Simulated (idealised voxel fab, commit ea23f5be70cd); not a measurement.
The name of this process module is voxel ribs on slabs.
Displayed cross-section: cut, width of 150 nm, square cells sized 5 nm.
In this document a cross-section is written as a grid of square cells. It is given as a series of bands, listed from the top down, and a band is one or more rows of cells.
A band entry consists of two parts. The first gives the height of the band's top and the height of its bottom, in nm. The rest lists the band's materials from left to right, each with its width in nm. A single material labelled with the word "edge to edge" fills the band from edge to edge, and the word "empty" marks empty space.
The level at which height equals 0 is the one under which the wafer, as it arrives, is entirely one material. No lower edge exists for the bottom band, which continues downward and is notated as in "from 0 down".
The two numbers in a width such as "30 to 40" mark its ends across the band: the first belongs to the top row of cells, the second to the bottom row, and from each row to the next the width moves by the same amount.
No cell of the cross-section changed in a step that is given as "stayed the same".
The entry "Closed void entries" lists the empty spaces that cover at least 8 cells and have no open path to the top. Each is written as width x height at distance, where the distance is measured from the left edge and all three values are in nm.
On a step's line, text after the settings is the simulator commenting on that step.
The setting "overlay nm" may be written on the line of a step. When the step uses a mask, the value reports how far to the right of the planned place the mask lay, and a negative value reports that it lay to the left.

### These are the steps we planned for the process
1: RECEIVE, material Si
2: DIRECTIONAL_DEP, material SiO2, thk nm 20
3: DIRECTIONAL_DEP, material polySi, thk nm 25
4: MASKED_ETCH, tone cover, mask id RIB, width nm 20, etch materials polySi, depth nm 15, overlay nm 0
5: DIRECTIONAL_DEP, material aC, thk nm 15
6: PATTERN, tone cover, mask id SLAB, material resist, width nm 50, thk nm 30, overlay nm 0
7: DIRECTIONAL_ETCH, etch materials aC, depth nm 15
8: STRIP, etch materials resist
9: DIRECTIONAL_ETCH, etch materials polySi, depth nm 10
10: STRIP, etch materials aC
11: FILL_DEP, material SiO2, thk nm 15
12: CMP, height nm 55
13: DIRECTIONAL_DEP, material W, thk nm 5
14: DIRECTIONAL_DEP, material aC, thk nm 15
15: PATTERN, tone cover, mask id HEATER, material resist, width nm 30, thk nm 30, overlay nm 0
16: DIRECTIONAL_ETCH, etch materials aC, depth nm 15
17: STRIP, etch materials resist
18: DIRECTIONAL_ETCH, etch materials W, depth nm 5
19: STRIP, etch materials aC
20: CONFORMAL_DEP, material SiO2, thk nm 10

### Incoming wafer in cross-section (state: after step 1)
- from 0 down  Si edge to edge
- Closed void entries: none

### Module complete, cross-section. Starting point and plan per above. One mistake made in running the module
- from 70 to 65  70 SiO2 | 10 empty | 70 SiO2
- from 65 to 60  SiO2 edge to edge
- from 60 to 55  60 W | 30 SiO2 | 60 W
- from 55 to 45  SiO2 edge to edge
- from 45 to 30  65 SiO2 | 20 polySi | 65 SiO2
- from 30 to 20  50 SiO2 | 50 polySi | 50 SiO2
- from 20 to 0  SiO2 edge to edge
- from 0 down  Si edge to edge
- Closed void entries: none
Here's what went sideways: not per plan at step 15, really ran PATTERN, tone open, mask id HEATER, material resist, width nm 30, thk nm 30, overlay nm 0
